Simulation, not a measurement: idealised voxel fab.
Title: Process Module voxel fin reveal
cross-section cut | 210 nm wide | cells 5 nm
Think of the cross-section as a grid of square cells. We describe it in bands, top to bottom, and each band covers one or more rows of those cells. Top height, bottom height, nm. Materials left to right, width each, nm. Single material + "full width" = fills band edge to edge. "blank" = empty. We count height from 0. Below that, the starting wafer is all one material. The lowest band never ends at the bottom but goes on down; see "from 0 down" for how that is written. Top row gets the first number, bottom row gets the second, and each row in between changes by the same step: that is how a band width like "30->40" works. "no modifications" for a step: no cell of the cross-section changed in that step. What "Closed void inventory" gives you is every empty space of 8 cells or more that is cut off from the top. Each appears as width x height at distance, with the distance taken from the left edge and width, height and distance all in nm. What comes after the settings on a step's line is commentary from the simulator itself on that step. "overlay nm" denotes, for a step that has a mask, the displacement of the mask to the right of its planned place, with negative values corresponding to the left.
The steps planned for the process are as follows:
- 1: RECEIVE, material Si
- 2: CONFORMAL_DEP, material SiN, thk nm 10
- 3: DIRECTIONAL_DEP, material aC, thk nm 15
- 4: PATTERN, tone cover, mask id FINS, material resist, width nm 15, pitch nm 40, thk nm 30, overlay nm 0
- 5: DIRECTIONAL_ETCH, etch materials aC, depth nm 15
- 6: STRIP, etch materials resist
- 7: DIRECTIONAL_ETCH, etch materials SiN, depth nm 10
- 8: DIRECTIONAL_ETCH, etch materials Si, depth nm 30
- 9: STRIP, etch materials aC
- 10: FILL_DEP, material SiO2, thk nm 15
- 11: CMP, height nm 10
- 12: SELECTIVE_ETCH, etch materials SiO2, depth nm 30
- 13: STRIP, etch materials SiN
- 14: CONFORMAL_DEP, material HfO2, thk nm 5
Cross-sectional view of the wafer in its as-received condition, corresponding to the state after step 1:
- from 0 down  Si full width
- Closed void inventory: none
Wafer cross-section at end of module: start and plan as shown above, one execution error:
- from 5 to 0  blank 70  HfO2 25  blank 15  HfO2 25  blank 75
- from 0 to -15  blank 70  HfO2 5  Si 15  HfO2 5  blank 15  HfO2 5  Si 15  HfO2 5  blank 75
- from -15 to -20  HfO2 75  Si 15  HfO2 25  Si 15  HfO2 80
- from -20 to -35  SiO2 75  Si 15  SiO2 25  Si 15  SiO2 80
- from -35 down  Si full width
- Closed void inventory: none
What went wrong in running the wafer? rather than as planned, step 8 actually ran as DIRECTIONAL_ETCH, etch materials Si, depth nm 35
